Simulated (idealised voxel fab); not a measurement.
The following process module bears the name voxel transistor to metal.
This is section cut - it's 185 nm across, gridded in 5 nm square cells.
Cross-section layout: square cells on a grid; listed as bands, top to bottom; a band spans one or more cell rows. Band: top and bottom heights (nm) first, top before bottom; then materials from left to right, widths in nm. "throughout" marks a sole material filling the band edge to edge. "empty" denotes empty space. Height 0 is the level under which the wafer as received is all one material. The lowest band goes on downwards, as in "from 0 down". The notation "30..40" denotes a width that varies across the rows of cells in the band, beginning at the first number in the top row, finishing at the second number in the bottom row, and changing by an identical amount from each row to the next. "remained unchanged" (step): cross-section cells unchanged, all of them. The list in "Sealed void inventory" covers empty spaces of 8 cells or more that cannot reach the top through any open way, and it gives each as width x height at distance; the distance is from the left edge, and width, height and distance are in nm. Note: text after step settings on the step line = simulator remark on that step. The "overlay nm" setting may appear on a step's line; for a step that uses a mask, it gives how far to the right of its planned position the mask lay, and a negative value indicates the left.
[Set out below are the planned steps of the process]
1 RECEIVE | material Si
2 OXIDIZE | depth nm 5
3 CONFORMAL_DEP | material SiN | thk nm 10
4 MASKED_ETCH | tone cover | mask id ACTIVE | width nm 115 | etch materials SiN | depth nm 10 | overlay nm 0
5 MASKED_ETCH | tone cover | mask id ACTIVE | width nm 115 | etch materials SiO2 | depth nm 5 | overlay nm 0
6 MASKED_ETCH | tone cover | mask id ACTIVE | width nm 115 | etch materials Si | depth nm 20 | overlay nm 0
7 OXIDIZE | depth nm 5
8 FILL_DEP | material SiO2 | thk nm 10
9 CMP | height nm 10
10 SELECTIVE_ETCH | etch materials SiO2 | depth nm 10
11 STRIP | etch materials SiN
12 SELECTIVE_ETCH | etch materials SiO2 | depth nm 5
13 OXIDIZE | depth nm 5
14 DIRECTIONAL_DEP | material polySi | thk nm 25
15 DIRECTIONAL_DEP | material SiCN | thk nm 15
16 PATTERN | tone cover | mask id GATE | material resist | width nm 35 | thk nm 20 | overlay nm 0
17 DIRECTIONAL_ETCH | etch materials SiCN | depth nm 25
18 DIRECTIONAL_ETCH | etch materials polySi | depth nm 35
19 STRIP | etch materials resist
20 CONFORMAL_DEP | material SiN | thk nm 10
21 DIRECTIONAL_ETCH | etch materials SiN | depth nm 10
22 DIRECTIONAL_ETCH | etch materials SiO2 | depth nm 5
23 DIRECTIONAL_ETCH | etch materials Si | depth nm 15
24 EPI | material SiGe | thk nm 20
25 FILL_DEP | material SiO2 | thk nm 5
26 CMP | height nm 20
27 STRIP | etch materials polySi
28 SELECTIVE_ETCH | etch materials SiO2 | depth nm 5
29 CONFORMAL_DEP | material HfO2 | thk nm 5
30 CONFORMAL_DEP | material TiN | thk nm 5
31 FILL_DEP | material W | thk nm 10
32 CMP | height nm 15
33 DIRECTIONAL_DEP | material SiO2 | thk nm 10
34 PATTERN | tone open | mask id CONTACT | material resist | width nm 20 | pitch nm 85 | thk nm 20 | overlay nm 0
35 DIRECTIONAL_ETCH | etch materials SiO2 | depth nm 30
36 STRIP | etch materials resist
37 CONFORMAL_DEP | material TiN | thk nm 5
38 FILL_DEP | material W | thk nm 10
39 CMP | height nm 25
40 DIRECTIONAL_DEP | material TiN | thk nm 5
41 DIRECTIONAL_DEP | material Ru | thk nm 15
42 PATTERN | tone cover | mask id METAL_1 | material resist | width nm 20 | pitch nm 85 | thk nm 15 | overlay nm 0
43 DIRECTIONAL_ETCH | etch materials Ru | depth nm 15
44 DIRECTIONAL_ETCH | etch materials TiN | depth nm 5
45 STRIP | etch materials resist
46 CONFORMAL_DEP | material SiCN | thk nm 5
47 FILL_DEP | material lowk | thk nm 5
48 CMP | height nm 45
49 CONFORMAL_DEP | material SiCN | thk nm 5
50 DIRECTIONAL_DEP | material lowk | thk nm 35
51 MASKED_ETCH | tone open | mask id METAL_2_HOLES | width nm 15 | pitch nm 85 | etch materials lowk | depth nm 35 | overlay nm 0
52 PATTERN | tone open | mask id METAL_2 | material resist | width nm 20 | pitch nm 85 | thk nm 15 | overlay nm 0
53 DIRECTIONAL_ETCH | etch materials lowk | depth nm 20
54 DIRECTIONAL_ETCH | etch materials SiCN | depth nm 5
55 STRIP | etch materials resist
56 CONFORMAL_DEP | material TiN | thk nm 5
57 FILL_DEP | material Cu | thk nm 5
58 CMP | height nm 85
59 CONFORMAL_DEP | material SiCN | thk nm 5
[Cross-section of the wafer at receipt, which is the condition after step 1]
	from 0 down | Si throughout
	Sealed void inventory: none
[Wafer cross-section at module end: first of two, run to plan]
	from 90 to 85 | SiCN throughout
	from 85 to 70 | lowk: 40, TiN: 5, Cu: 10, TiN: 5, lowk: 65, TiN: 5, Cu: 10, TiN: 5, lowk: 40
	from 70 to 65 | lowk: 40, TiN: 5, Cu: 5, TiN: 10, lowk: 65, TiN: 5, Cu: 5, TiN: 10, lowk: 40
	from 65 to 50 | lowk: 40, TiN: 5, Cu: 5, TiN: 5, lowk: 70, TiN: 5, Cu: 5, TiN: 5, lowk: 45
	from 50 to 45 | SiCN: 40, TiN: 15, SiCN: 70, TiN: 15, SiCN: 45
	from 45 to 30 | lowk: 35, SiCN: 5, Ru: 20, SiCN: 5, lowk: 55, SiCN: 5, Ru: 20, SiCN: 5, lowk: 35
	from 30 to 25 | SiCN: 40, TiN: 20, SiCN: 65, TiN: 20, SiCN: 40
	from 25 to 15 | SiO2: 40, TiN: 5, W: 10, TiN: 5, SiO2: 65, TiN: 5, W: 10, TiN: 5, SiO2: 40
	from 15 to 10 | SiO2: 40, TiN: 20, SiO2: 5, SiN: 10, HfO2: 5, TiN: 5, W: 15, TiN: 5, HfO2: 5, SiN: 10, SiO2: 5, TiN: 20, SiO2: 40
	from 10 to 0 | SiO2: 40, TiN: 5, SiGe: 20, SiN: 10, HfO2: 5, TiN: 5, W: 15, TiN: 5, HfO2: 5, SiN: 10, SiGe: 20, TiN: 5, SiO2: 40
	from 0 to -5 | SiO2: 40, TiN: 5, SiGe: 20, SiN: 10, HfO2: 5, TiN: 25, HfO2: 5, SiN: 10, SiGe: 20, TiN: 5, SiO2: 40
	from -5 to -10 | SiO2: 35, SiGe: 30, SiO2: 5, HfO2: 45, SiO2: 5, SiGe: 30, SiO2: 35
	from -10 to -25 | SiO2: 40, SiGe: 25, Si: 55, SiGe: 25, SiO2: 40
	from -25 to -30 | SiO2: 40, Si: 105, SiO2: 40
	from -30 down | Si throughout
	Sealed void inventory: none
[Second of two wafers, module complete, sectioned: it shares the first wafer's start and plan but was run with one mistake]
	from 90 to 85 | SiCN throughout
	from 85 to 70 | lowk: 40, TiN: 5, Cu: 10, TiN: 5, lowk: 65, TiN: 5, Cu: 10, TiN: 5, lowk: 40
	from 70 to 65 | lowk: 40, TiN: 5, Cu: 5, TiN: 10, lowk: 65, TiN: 5, Cu: 5, TiN: 10, lowk: 40
	from 65 to 50 | lowk: 40, TiN: 5, Cu: 5, TiN: 5, lowk: 70, TiN: 5, Cu: 5, TiN: 5, lowk: 45
	from 50 to 45 | SiCN: 40, TiN: 15, SiCN: 70, TiN: 15, SiCN: 45
	from 45 to 30 | lowk: 35, SiCN: 5, Ru: 20, SiCN: 5, lowk: 55, SiCN: 5, Ru: 20, SiCN: 5, lowk: 35
	from 30 to 25 | SiCN: 40, TiN: 20, SiCN: 65, TiN: 20, SiCN: 40
	from 25 to 15 | SiO2: 40, TiN: 5, W: 10, TiN: 5, SiO2: 65, TiN: 5, W: 10, TiN: 5, SiO2: 40
	from 15 to 10 | SiO2: 40, TiN: 20, SiO2: 5, SiN: 10, HfO2: 5, TiN: 5, W: 20, TiN: 5, HfO2: 5, SiN: 10, TiN: 20, SiO2: 40
	from 10 to 0 | SiO2: 40, TiN: 5, SiGe: 20, SiN: 10, HfO2: 5, TiN: 5, W: 20, TiN: 5, HfO2: 5, SiN: 10, SiGe: 20, SiO2: 40
	from 0 to -5 | SiO2: 40, TiN: 5, SiGe: 20, SiN: 10, HfO2: 5, TiN: 30, HfO2: 5, SiN: 10, SiGe: 20, SiO2: 40
	from -5 to -10 | SiO2: 35, SiGe: 30, SiO2: 5, HfO2: 50, SiO2: 5, SiGe: 25, SiO2: 35
	from -10 to -25 | SiO2: 40, SiGe: 25, Si: 60, SiGe: 20, SiO2: 40
	from -25 to -30 | SiO2: 40, Si: 105, SiO2: 40
	from -30 down | Si throughout
	Sealed void inventory: none
What went wrong in running the wafer? step 16 went in with a setting other than planned; the actual run was PATTERN | tone cover | mask id GATE | material resist | width nm 40 | thk nm 20 | overlay nm 0
Materials where the second wafer ends with more or fewer cells than the first: HfO2: 1 more; Si: 3 more; SiGe: 4 fewer; SiO2: 1 fewer; TiN: 2 fewer; W: 3 more
